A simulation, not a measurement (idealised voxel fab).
Name of the process module below: voxel self aligned contacts
Square cell edge 5 nm, section width 205 nm, ID cut.
Cross-section format: a grid of square cells, given as bands from top to bottom; each band is one or more rows of cells. Within each band entry, the heights of the top and of the bottom of the band appear first, in that order and in nm; the materials of the band then follow from left to right, each with its corresponding width in nm. The designation "full width" on a single material indicates that it fills the band from edge to edge; the designation "air" indicates empty space. A quick word on heights: they are counted from 0, and under that level the wafer as it came to us is one material throughout. The lowest band is different from the rest in having no bottom; it simply continues downward, written as in "0..down". A width given as "30..40" starts at the first number in the band's top row and ends at the second number in its bottom row, shifting by an equal amount at every step from row to row. "left unchanged" after a step means that no cell of the cross-section changed. Reported under the label "Sealed voids" are the empty spaces having no open way to the top and comprising 8 cells or more; the notation for each is width x height at distance, in which the distance is measured from the left edge and all three values are in nm. That trailing text on a step's line, after the settings, is the simulator's own remark on the step. A step line may carry the setting "overlay nm", which, for steps involving a mask, states the distance by which the mask lay to the right of its intended position; negative values denote displacement to the left.
-- These are the steps we planned for the process
- 1: RECEIVE (material Si)
- 2: CONFORMAL_DEP (material SiO2; thk nm 5)
- 3: DIRECTIONAL_DEP (material polySi; thk nm 20)
- 4: DIRECTIONAL_DEP (material SiN; thk nm 15)
- 5: MASKED_ETCH (tone cover; mask id GATE; width nm 30; pitch nm 65; etch materials SiN; depth nm 15; overlay nm 0)
- 6: MASKED_ETCH (tone cover; mask id GATE; width nm 30; pitch nm 65; etch materials polySi; depth nm 20; overlay nm 0)
- 7: CONFORMAL_DEP (material SiN; thk nm 5)
- 8: DIRECTIONAL_ETCH (etch materials SiN; depth nm 5)
- 9: FILL_DEP (material SiO2; thk nm 20)
- 10: CMP (height nm 50)
- 11: DIRECTIONAL_DEP (material aC; thk nm 10)
- 12: PATTERN (tone open; mask id CONTACT; material resist; width nm 45; thk nm 25; overlay nm 0)
- 13: DIRECTIONAL_ETCH (etch materials aC; depth nm 10)
- 14: STRIP (etch materials resist)
- 15: DIRECTIONAL_ETCH (etch materials SiO2; depth nm 50)
- 16: STRIP (etch materials aC)
- 17: CONFORMAL_DEP (material TiN; thk nm 5)
- 18: FILL_DEP (material W; thk nm 10)
- 19: CMP (height nm 50)
- 20: CONFORMAL_DEP (material SiN; thk nm 5)
-- The first of a set of two wafers, run to plan
-- Shown in cross-section is the wafer as received, that is, as it stands after step 1
  0..down  Si full width
  Sealed voids: none
-- Step 2 done - wafer cross-section
  5..0  SiO2 full width
  Below 0, the layers are the same as they were.
-- Step 3 done - wafer cross-section
  25..5  polySi full width
  Below 5, the layers are the same as they were.
-- Step 4 done - wafer cross-section
  40..25  SiN full width
  Below 25, the layers are the same as they were.
-- Step 5 done - wafer cross-section
  40..25  air: 55, SiN: 30, air: 35, SiN: 30, air: 55
  Below 25, the layers are the same as they were.
-- Step 6 done - wafer cross-section
  40..25  air: 55, SiN: 30, air: 35, SiN: 30, air: 55
  25..5  air: 55, polySi: 30, air: 35, polySi: 30, air: 55
  Below 5, the layers are the same as they were.
-- Step 7 done - wafer cross-section
  45..25  air: 50, SiN: 40, air: 25, SiN: 40, air: 50
  25..10  air: 50, SiN: 5, polySi: 30, SiN: 5, air: 25, SiN: 5, polySi: 30, SiN: 5, air: 50
  10..5  SiN: 55, polySi: 30, SiN: 35, polySi: 30, SiN: 55
  Below 5, the layers are the same as they were.
-- Step 8 done - wafer cross-section
  40..25  air: 50, SiN: 40, air: 25, SiN: 40, air: 50
  25..5  air: 50, SiN: 5, polySi: 30, SiN: 5, air: 25, SiN: 5, polySi: 30, SiN: 5, air: 50
  Below 5, the layers are the same as they were.
-- Step 9 done - wafer cross-section
  60..40  SiO2 full width
  40..25  SiO2: 50, SiN: 40, SiO2: 25, SiN: 40, SiO2: 50
  25..5  SiO2: 50, SiN: 5, polySi: 30, SiN: 5, SiO2: 25, SiN: 5, polySi: 30, SiN: 5, SiO2: 50
  Below 5, the layers are the same as they were.
-- Step 10 done - wafer cross-section
  50..40  SiO2 full width
  Below 40, the layers are the same as they were.
-- Step 11 done - wafer cross-section
  60..50  aC full width
  Below 50, the layers are the same as they were.
-- Step 12 done - wafer cross-section
  85..60  resist: 80, air: 45, resist: 80
  Below 60, the layers are the same as they were.
-- Step 13 done - wafer cross-section
  75..60  resist: 80, air: 45, resist: 80
  60..50  aC: 80, air: 45, aC: 80
  Below 50, the layers are the same as they were.
-- Step 14 done - wafer cross-section
  60..50  aC: 80, air: 45, aC: 80
  Below 50, the layers are the same as they were.
-- Step 15 done - wafer cross-section
  60..50  aC: 80, air: 45, aC: 80
  50..40  SiO2: 80, air: 45, SiO2: 80
  40..25  SiO2: 50, SiN: 40, air: 25, SiN: 40, SiO2: 50
  25..5  SiO2: 50, SiN: 5, polySi: 30, SiN: 5, air: 25, SiN: 5, polySi: 30, SiN: 5, SiO2: 50
  5..0  SiO2: 90, air: 25, SiO2: 90
  Below 0, the layers are the same as they were.
-- Step 16 done - wafer cross-section
  50..40  SiO2: 80, air: 45, SiO2: 80
  Below 40, the layers are the same as they were.
-- Step 17 done - wafer cross-section
  55..50  TiN: 85, air: 35, TiN: 85
  50..40  SiO2: 80, TiN: 5..15, air: 35..15, TiN: 5..15, SiO2: 80
  40..25  SiO2: 50, SiN: 40, TiN: 5, air: 15, TiN: 5, SiN: 40, SiO2: 50
  25..5  SiO2: 50, SiN: 5, polySi: 30, SiN: 5, TiN: 5, air: 15, TiN: 5, SiN: 5, polySi: 30, SiN: 5, SiO2: 50
  5..0  SiO2: 90, TiN: 25, SiO2: 90
  Below 0, the layers are the same as they were.
-- Step 18 done - wafer cross-section
  65..55  W full width
  55..50  TiN: 85, W: 35, TiN: 85
  50..40  SiO2: 80, TiN: 5..15, W: 35..15, TiN: 5..15, SiO2: 80
  40..25  SiO2: 50, SiN: 40, TiN: 5, W: 15, TiN: 5, SiN: 40, SiO2: 50
  25..5  SiO2: 50, SiN: 5, polySi: 30, SiN: 5, TiN: 5, W: 15, TiN: 5, SiN: 5, polySi: 30, SiN: 5, SiO2: 50
  Below 5, the layers are the same as they were.
-- Step 19 done - wafer cross-section
  50..40  SiO2: 80, TiN: 5..15, W: 35..15, TiN: 5..15, SiO2: 80
  Below 40, the layers are the same as they were.
-- Step 20 done - wafer cross-section
  55..50  SiN full width
  Below 50, the layers are the same as they were.
-- Wafer two: like wafer one in start and plan, but with one mistake in execution; identical up to and including step 1
Second wafer cross-section, taken as of the time the plan sets for step 2 to be done: left unchanged
-- Second wafer cross-section, taken as of the time the plan sets for step 3 to be done
  20..0  polySi full width
  Below 0, the layers are the same as they were.
-- Second wafer cross-section, taken as of the time the plan sets for step 4 to be done
  35..20  SiN full width
  Below 20, the layers are the same as they were.
-- Second wafer cross-section, taken as of the time the plan sets for step 5 to be done
  35..20  air: 55, SiN: 30, air: 35, SiN: 30, air: 55
  Below 20, the layers are the same as they were.
-- Second wafer cross-section, taken as of the time the plan sets for step 6 to be done
  35..20  air: 55, SiN: 30, air: 35, SiN: 30, air: 55
  20..0  air: 55, polySi: 30, air: 35, polySi: 30, air: 55
  Below 0, the layers are the same as they were.
-- Second wafer cross-section, taken as of the time the plan sets for step 7 to be done
  40..20  air: 50, SiN: 40, air: 25, SiN: 40, air: 50
  20..5  air: 50, SiN: 5, polySi: 30, SiN: 5, air: 25, SiN: 5, polySi: 30, SiN: 5, air: 50
  5..0  SiN: 55, polySi: 30, SiN: 35, polySi: 30, SiN: 55
  Below 0, the layers are the same as they were.
-- Second wafer cross-section, taken as of the time the plan sets for step 8 to be done
  35..20  air: 50, SiN: 40, air: 25, SiN: 40, air: 50
  20..0  air: 50, SiN: 5, polySi: 30, SiN: 5, air: 25, SiN: 5, polySi: 30, SiN: 5, air: 50
  Below 0, the layers are the same as they were.
-- Second wafer cross-section, taken as of the time the plan sets for step 9 to be done
  55..35  SiO2 full width
  35..20  SiO2: 50, SiN: 40, SiO2: 25, SiN: 40, SiO2: 50
  20..0  SiO2: 50, SiN: 5, polySi: 30, SiN: 5, SiO2: 25, SiN: 5, polySi: 30, SiN: 5, SiO2: 50
  Below 0, the layers are the same as they were.
-- Second wafer cross-section, taken as of the time the plan sets for step 10 to be done
  50..35  SiO2 full width
  Below 35, the layers are the same as they were.
-- Second wafer cross-section, taken as of the time the plan sets for step 11 to be done
  60..50  aC full width
  Below 50, the layers are the same as they were.
-- Second wafer cross-section, taken as of the time the plan sets for step 12 to be done
  85..60  resist: 80, air: 45, resist: 80
  Below 60, the layers are the same as they were.
-- Second wafer cross-section, taken as of the time the plan sets for step 13 to be done
  75..60  resist: 80, air: 45, resist: 80
  60..50  aC: 80, air: 45, aC: 80
  Below 50, the layers are the same as they were.
-- Second wafer cross-section, taken as of the time the plan sets for step 14 to be done
  60..50  aC: 80, air: 45, aC: 80
  Below 50, the layers are the same as they were.
-- Second wafer cross-section, taken as of the time the plan sets for step 15 to be done
  60..50  aC: 80, air: 45, aC: 80
  50..35  SiO2: 80, air: 45, SiO2: 80
  35..20  SiO2: 50, SiN: 40, air: 25, SiN: 40, SiO2: 50
  20..0  SiO2: 50, SiN: 5, polySi: 30, SiN: 5, air: 25, SiN: 5, polySi: 30, SiN: 5, SiO2: 50
  Below 0, the layers are the same as they were.
-- Second wafer cross-section, taken as of the time the plan sets for step 16 to be done
  50..35  SiO2: 80, air: 45, SiO2: 80
  Below 35, the layers are the same as they were.
-- Second wafer cross-section, taken as of the time the plan sets for step 17 to be done
  55..50  TiN: 85, air: 35, TiN: 85
  50..40  SiO2: 80, TiN: 5, air: 35, TiN: 5, SiO2: 80
  40..35  SiO2: 80, TiN: 15, air: 15, TiN: 15, SiO2: 80
  35..20  SiO2: 50, SiN: 40, TiN: 5, air: 15, TiN: 5, SiN: 40, SiO2: 50
  20..5  SiO2: 50, SiN: 5, polySi: 30, SiN: 5, TiN: 5, air: 15, TiN: 5, SiN: 5, polySi: 30, SiN: 5, SiO2: 50
  5..0  SiO2: 50, SiN: 5, polySi: 30, SiN: 5, TiN: 25, SiN: 5, polySi: 30, SiN: 5, SiO2: 50
  Below 0, the layers are the same as they were.
-- Second wafer cross-section, taken as of the time the plan sets for step 18 to be done
  65..55  W full width
  55..50  TiN: 85, W: 35, TiN: 85
  50..40  SiO2: 80, TiN: 5, W: 35, TiN: 5, SiO2: 80
  40..35  SiO2: 80, TiN: 15, W: 15, TiN: 15, SiO2: 80
  35..20  SiO2: 50, SiN: 40, TiN: 5, W: 15, TiN: 5, SiN: 40, SiO2: 50
  20..5  SiO2: 50, SiN: 5, polySi: 30, SiN: 5, TiN: 5, W: 15, TiN: 5, SiN: 5, polySi: 30, SiN: 5, SiO2: 50
  Below 5, the layers are the same as they were.
-- Second wafer cross-section, taken as of the time the plan sets for step 19 to be done
  50..40  SiO2: 80, TiN: 5, W: 35, TiN: 5, SiO2: 80
  Below 40, the layers are the same as they were.
-- Second wafer cross-section, taken as of the time the plan sets for step 20 to be done
  55..50  SiN full width
  Below 50, the layers are the same as they were.
Run error: execution of step 2 of the plan did not take place, the step having been omitted
Cell-count delta at end, second wafer over first, by material: SiO2 -4; W +4
